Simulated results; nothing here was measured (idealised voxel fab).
Process module under the name voxel self aligned vias
This is section cut - it's 175 nm across, gridded in 5 nm square cells.
If you're reading a cross-section in this doc, picture square cells in a grid; it comes to you as bands, top ones listed first down to the bottom, and a band can be one or more rows of cells. Band: top and bottom heights (nm) first, top before bottom; then materials from left to right, widths in nm. "throughout" marks a sole material filling the band edge to edge. "blank" denotes empty space. Measure heights from 0. That's the level where, below it, the as-received wafer is all one material. The lowest band is bottomless and extends downward; write it as in "from 0 down". When a width is written as two numbers, as in "30..40", the first number is the width in the top row of cells of the band and the second is the width in its bottom row, and the width changes by the same amount from each row to the next. Step marked "remained the same"? Then no cell in the cross-section changed in it. Listed in "Enclosed internal cavities": every empty space of 8 or more cells without an open way to the top. Form: width x height at distance, the distance being from the left edge, all in nm. Text after the settings on a step's line: the simulator's own remark on that step. "overlay nm", when on a step's line for a step with a mask, measures how far to the right of its planned place the mask lay; a negative measure means to the left.
## Process steps (planned)
| 1 | RECEIVE | material Si |
| 2 | CONFORMAL_DEP | material SiO2 | thk nm 10 |
| 3 | CONFORMAL_DEP | material SiCN | thk nm 5 |
| 4 | DIRECTIONAL_DEP | material SiO2 | thk nm 25 |
| 5 | MASKED_ETCH | tone open | mask id LINES | width nm 25 | pitch nm 55 | etch materials SiO2 | depth nm 25 | overlay nm 0 |
| 6 | CONFORMAL_DEP | material TiN | thk nm 5 |
| 7 | FILL_DEP | material W | thk nm 5 |
| 8 | CMP | height nm 40 |
| 9 | SELECTIVE_ETCH | etch materials W Ru TiN | depth nm 5 |
| 10 | FILL_DEP | material SiN | thk nm 5 |
| 11 | CMP | height nm 40 |
| 12 | DIRECTIONAL_DEP | material SiO2 | thk nm 15 |
| 13 | DIRECTIONAL_DEP | material aC | thk nm 10 |
| 14 | PATTERN | tone open | mask id VIAS | material resist | width nm 35 | pitch nm 55 | thk nm 25 | overlay nm 0 |
| 15 | DIRECTIONAL_ETCH | etch materials aC | depth nm 10 |
| 16 | STRIP | etch materials resist |
| 17 | DIRECTIONAL_ETCH | etch materials SiO2 | depth nm 15 |
| 18 | DIRECTIONAL_ETCH | etch materials SiN | depth nm 5 |
| 19 | STRIP | etch materials aC |
| 20 | CONFORMAL_DEP | material TiN | thk nm 5 |
| 21 | FILL_DEP | material Ru | thk nm 5 |
| 22 | CMP | height nm 55 |
| 23 | CONFORMAL_DEP | material SiN | thk nm 5 |
## Incoming wafer in cross-section (state: after step 1)
* from 0 down = Si throughout
* Enclosed internal cavities: none
## Cross-section at module end, one run error; start and plan unchanged from above
* from 60 to 55 = SiN throughout
* from 55 to 40 = SiO2 40, TiN 5, Ru 25, TiN 5, SiO2 20, TiN 5, Ru 25, TiN 5, SiO2 45
* from 40 to 35 = SiN 40, TiN 35, SiN 20, TiN 35, SiN 45
* from 35 to 30 = TiN 50, W 15, TiN 40, W 15, TiN 55
* from 30 to 10 = SiO2 45, TiN 5, W 15, TiN 5, SiO2 30, TiN 5, W 15, TiN 5, SiO2 50
* from 10 to 5 = SiO2 45, TiN 25, SiO2 30, TiN 25, SiO2 50
* from 5 to 0 = SiCN throughout
* from 0 down = Si throughout
* Enclosed internal cavities: none
So what did we get wrong on this run? it should be noted that step 2 of the plan was omitted and was not performed
